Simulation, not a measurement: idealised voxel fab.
Herein follows the process module entitled voxel ribs on slabs.
Square cells of 5 nm make up the cross-section cut, whose width is 165 nm.
Throughout this document, each cross-section is represented as a grid of square cells and is presented as a sequence of bands enumerated from the top downward, where a band comprises one or more rows of cells. Look at the band entry: it leads with the top's height and the bottom's height in nm. Then it lists the materials left to right, with a width in nm for each. The word "full width" on a single material says that material fills the band edge to edge. The word "empty" is empty space. Height reference: 0 = level under which incoming wafer is all one material. Lowest band: no bottom, runs on downward, e.g. "0 down". Quick explanation for "30->40": the width changes in equal steps down the rows of cells, from the first number in the band's top row to the second number in its bottom row. Key: "no alteration" - step with no changed cell in the cross-section. "Voids, fully enclosed" means: voids of 8 cells or more that are shut off from the top with no open way through. Written width x height at distance, distance from the left edge, in nm. Step line, after settings: the simulator's comment on this step. overlay nm: where the mask lay relative to plan, measured to the right, on steps with a mask; negatives go left.
## Planned process steps
1: RECEIVE | material Si
2: DIRECTIONAL_DEP | material SiO2 | thk nm 30
3: DIRECTIONAL_DEP | material polySi | thk nm 20
4: MASKED_ETCH | tone cover | mask id RIB | width nm 30 | etch materials polySi | depth nm 15 | overlay nm 0
5: MASKED_ETCH | tone cover | mask id SLAB | width nm 70 | etch materials polySi | depth nm 5 | overlay nm 0
6: FILL_DEP | material SiO2 | thk nm 20
7: CMP | height nm 60
8: DIRECTIONAL_DEP | material W | thk nm 5
9: PATTERN | tone cover | mask id HEATER | material resist | width nm 40 | thk nm 20 | overlay nm 0
10: DIRECTIONAL_ETCH | etch materials W | depth nm 5
11: STRIP | etch materials resist
12: CONFORMAL_DEP | material SiO2 | thk nm 5
## Cross-section: wafer on arrival = after step 1
0 down = Si full width
Voids, fully enclosed: none
## Looking at the first of two wafers in cross-section at end of module - ran to plan
70 to 65 = 55 of empty | 50 of SiO2 | 60 of empty
65 to 60 = 60 of SiO2 | 40 of W | 65 of SiO2
60 to 50 = SiO2 full width
50 to 35 = 65 of SiO2 | 30 of polySi | 70 of SiO2
35 to 30 = 45 of SiO2 | 70 of polySi | 50 of SiO2
30 to 0 = SiO2 full width
0 down = Si full width
Voids, fully enclosed: none
## Wafer two (of two), end-of-module cross-section: start = wafer one, plan = wafer one, one run mistake
70 to 65 = 55 of empty | 50 of SiO2 | 60 of empty
65 to 60 = 60 of SiO2 | 40 of W | 65 of SiO2
60 to 20 = SiO2 full width
20 to 0 = polySi full width
0 down = Si full width
Voids, fully enclosed: none
what went wrong: the executed order of steps 2 and 3 is the reverse of that specified in the plan, each step having taken the other's position
Wrapping up, a cell-based count of both wafers puts the second over or under the first for these materials: 100 fewer of SiO2, 100 more of polySi
